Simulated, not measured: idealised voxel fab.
Module name: voxel local oxidation (process module)
Section shown: cut. Width: 150 nm. Cell size: 5 nm, square.
This document writes a cross-section as a grid whose cells are square, and gives it as bands, listed from the top down; one or more rows of cells form a band.
Heights first: top, then bottom, in nm. Then materials, left to right, each with a width in nm. "throughout" on a single material: fills the band edge to edge. "blank": empty space.
Heights from 0 (as-received wafer is one material below). Bottom band endless downward, as "0 down".
Width: "30->40" (first number = top row, second number = bottom row, same change from row to row of cells).
Given "all unchanged" for a step, no cell of the cross-section differs between before and after that step.
"Fully enclosed voids" contains a list of empty spaces, each no smaller than 8 cells and without an open way to the top, written in the form width x height at distance with the distance from the left edge and all three in nm.
Whatever follows a step's settings on its line is a remark the simulator itself makes about that step.
overlay nm: step with mask; distance mask lay right of planned place; negative value = left of planned place.
[plan]
- 1: RECEIVE with material Si
- 2: CONFORMAL_DEP with material SiO2, thk nm 5
- 3: CONFORMAL_DEP with material SiN, thk nm 10
- 4: MASKED_ETCH with tone cover, mask id ACTIVE, width nm 90, etch materials SiN, depth nm 10, overlay nm 0
- 5: SELECTIVE_ETCH with etch materials SiO2, depth nm 5
- 6: OXIDIZE with depth nm 15
- 7: STRIP with etch materials SiN
[Shown in cross-section is the wafer as received, that is, as it stands after step 1]
	0 down | Si throughout
	Fully enclosed voids: none
[The module was run from the start shown above using the plan shown above, but one mistake was made doing it; the resulting wafer cross-section is below]
	5 to 0 | blank=35 | SiO2=80 | blank=35
	0 to -25 | SiO2=60 | Si=30 | SiO2=60
	-25 down | Si throughout
	Fully enclosed voids: none
Where did the run depart from the plan? step 6 was not run as planned; what actually ran was OXIDIZE with depth nm 25
